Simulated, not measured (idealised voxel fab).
process module | voxel gate over fins
cross-section cut | 250 nm wide | cells 5 nm
A cross-section is a grid of square cells, given in bands from the top down. A band is one or more rows of cells.
Each band's line starts with the height of the band's top and of its bottom, in nm. Then come its materials from left to right, each with its width in nm. One material with "throughout" fills the band from edge to edge. "air" is empty space.
Height 0 is the level under which the wafer as received is all one material. The lowest band goes on downwards, as in "0 down".
A width such as "30 to 40" changes by the same amount from each row of cells to the next, from the band's top row to its bottom row.
"no change" after a step means that no cell of the cross-section changed.
closed voids: empty space of 8 cells or more with no open way to the top, each as width x height at its distance from the left edge, in nm
after a step's settings: what the simulator itself notes on the step
overlay nm, on a step with a mask: how far to the right of its planned place the mask lay; to the left if negative
plan
1 op RECEIVE | material Si
2 op CONFORMAL_DEP | material SiN | thk nm 5
3 op PATTERN | tone cover | mask id FINS | material resist | width nm 15 | pitch nm 35 | thk nm 20 | overlay nm 0
4 op DIRECTIONAL_ETCH | etch materials SiN | depth nm 5
5 op DIRECTIONAL_ETCH | etch materials Si | depth nm 30
6 op STRIP | etch materials resist
7 op FILL_DEP | material SiO2 | thk nm 10
8 op CMP | height nm 5
9 op SELECTIVE_ETCH | etch materials SiO2 | depth nm 15
10 op STRIP | etch materials SiN
11 op CONFORMAL_DEP | material HfO2 | thk nm 5
12 op CONFORMAL_DEP | material TiN | thk nm 5
13 op FILL_DEP | material W | thk nm 15
14 op CMP | height nm 20
15 op CONFORMAL_DEP | material SiN | thk nm 5
first wafer, as planned
as received, after step 1
  0 down: Si throughout
  closed voids: none
after step 2
  5 to 0: SiN throughout
  below 0: unchanged
after step 3
  25 to 5: air 80 | resist 15 | air 20 | resist 15 | air 20 | resist 15 | air 85
  below 5: unchanged
after step 4
  25 to 5: air 80 | resist 15 | air 20 | resist 15 | air 20 | resist 15 | air 85
  5 to 0: air 80 | SiN 15 | air 20 | SiN 15 | air 20 | SiN 15 | air 85
  below 0: unchanged
after step 5
  25 to 5: air 80 | resist 15 | air 20 | resist 15 | air 20 | resist 15 | air 85
  5 to 0: air 80 | SiN 15 | air 20 | SiN 15 | air 20 | SiN 15 | air 85
  0 to -30: air 80 | Si 15 | air 20 | Si 15 | air 20 | Si 15 | air 85
  below -30: unchanged
after step 6
  5 to 0: air 80 | SiN 15 | air 20 | SiN 15 | air 20 | SiN 15 | air 85
  below 0: unchanged
after step 7
  15 to 5: SiO2 throughout
  5 to 0: SiO2 80 | SiN 15 | SiO2 20 | SiN 15 | SiO2 20 | SiN 15 | SiO2 85
  0 to -30: SiO2 80 | Si 15 | SiO2 20 | Si 15 | SiO2 20 | Si 15 | SiO2 85
  below -30: unchanged
after step 8
  5 to 0: SiO2 80 | SiN 15 | SiO2 20 | SiN 15 | SiO2 20 | SiN 15 | SiO2 85
  below 0: unchanged
after step 9
  5 to 0: air 80 | SiN 15 | air 20 | SiN 15 | air 20 | SiN 15 | air 85
  0 to -10: air 80 | Si 15 | air 20 | Si 15 | air 20 | Si 15 | air 85
  below -10: unchanged
after step 10
  0 to -10: air 80 | Si 15 | air 20 | Si 15 | air 20 | Si 15 | air 85
  below -10: unchanged
after step 11
  5 to 0: air 75 | HfO2 25 | air 10 | HfO2 25 | air 10 | HfO2 25 | air 80
  0 to -5: air 75 | HfO2 5 | Si 15 | HfO2 5 | air 10 | HfO2 5 | Si 15 | HfO2 5 | air 10 | HfO2 5 | Si 15 | HfO2 5 | air 80
  -5 to -10: HfO2 80 | Si 15 | HfO2 20 | Si 15 | HfO2 20 | Si 15 | HfO2 85
  below -10: unchanged
after step 12
  10 to 5: air 70 | TiN 105 | air 75
  5 to 0: air 70 | TiN 5 | HfO2 25 | TiN 10 | HfO2 25 | TiN 10 | HfO2 25 | TiN 5 | air 75
  0 to -5: TiN 75 | HfO2 5 | Si 15 | HfO2 5 | TiN 10 | HfO2 5 | Si 15 | HfO2 5 | TiN 10 | HfO2 5 | Si 15 | HfO2 5 | TiN 80
  below -5: unchanged
after step 13
  25 to 10: W throughout
  10 to 5: W 70 | TiN 105 | W 75
  5 to 0: W 70 | TiN 5 | HfO2 25 | TiN 10 | HfO2 25 | TiN 10 | HfO2 25 | TiN 5 | W 75
  below 0: unchanged
after step 14
  20 to 10: W throughout
  below 10: unchanged
after step 15
  25 to 20: SiN throughout
  below 20: unchanged
second wafer: like start, like plan, one mistake. Through step 2 it matches the first wafer
when step 3 should have ended
  25 to 5: resist 80 | air 15 | resist 20 | air 15 | resist 20 | air 15 | resist 85
  below 5: unchanged
when step 4 should have ended
  25 to 5: resist 80 | air 15 | resist 20 | air 15 | resist 20 | air 15 | resist 85
  5 to 0: SiN 80 | air 15 | SiN 20 | air 15 | SiN 20 | air 15 | SiN 85
  below 0: unchanged
when step 5 should have ended
  25 to 5: resist 80 | air 15 | resist 20 | air 15 | resist 20 | air 15 | resist 85
  5 to 0: SiN 80 | air 15 | SiN 20 | air 15 | SiN 20 | air 15 | SiN 85
  0 to -30: Si 80 | air 15 | Si 20 | air 15 | Si 20 | air 15 | Si 85
  below -30: unchanged
when step 6 should have ended
  5 to 0: SiN 80 | air 15 | SiN 20 | air 15 | SiN 20 | air 15 | SiN 85
  below 0: unchanged
when step 7 should have ended
  15 to 5: SiO2 throughout
  5 to 0: SiN 80 | SiO2 15 | SiN 20 | SiO2 15 | SiN 20 | SiO2 15 | SiN 85
  0 to -30: Si 80 | SiO2 15 | Si 20 | SiO2 15 | Si 20 | SiO2 15 | Si 85
  below -30: unchanged
when step 8 should have ended
  5 to 0: SiN 80 | SiO2 15 | SiN 20 | SiO2 15 | SiN 20 | SiO2 15 | SiN 85
  below 0: unchanged
when step 9 should have ended
  5 to 0: SiN 80 | air 15 | SiN 20 | air 15 | SiN 20 | air 15 | SiN 85
  0 to -10: Si 80 | air 15 | Si 20 | air 15 | Si 20 | air 15 | Si 85
  below -10: unchanged
when step 10 should have ended
  0 to -10: Si 80 | air 15 | Si 20 | air 15 | Si 20 | air 15 | Si 85
  below -10: unchanged
when step 11 should have ended
  5 to 0: HfO2 85 | air 5 | HfO2 30 | air 5 | HfO2 30 | air 5 | HfO2 90
  0 to -5: Si 80 | HfO2 5 | air 5 | HfO2 5 | Si 20 | HfO2 5 | air 5 | HfO2 5 | Si 20 | HfO2 5 | air 5 | HfO2 5 | Si 85
  -5 to -10: Si 80 | HfO2 15 | Si 20 | HfO2 15 | Si 20 | HfO2 15 | Si 85
  below -10: unchanged
when step 12 should have ended
  10 to 5: TiN throughout
  5 to 0: HfO2 85 | TiN 5 | HfO2 30 | TiN 5 | HfO2 30 | TiN 5 | HfO2 90
  0 to -5: Si 80 | HfO2 5 | TiN 5 | HfO2 5 | Si 20 | HfO2 5 | TiN 5 | HfO2 5 | Si 20 | HfO2 5 | TiN 5 | HfO2 5 | Si 85
  below -5: unchanged
when step 13 should have ended
  25 to 10: W throughout
  below 10: unchanged
when step 14 should have ended
  20 to 10: W throughout
  below 10: unchanged
when step 15 should have ended
  25 to 20: SiN throughout
  below 20: unchanged
what went wrong: step 3 ran as: op PATTERN | tone open | mask id FINS | material resist | width nm 15 | pitch nm 35 | thk nm 20 | overlay nm 0
at the end the second wafer has, in cells: 192 more of Si | 128 fewer of SiO2 | 6 fewer of TiN | 58 fewer of W
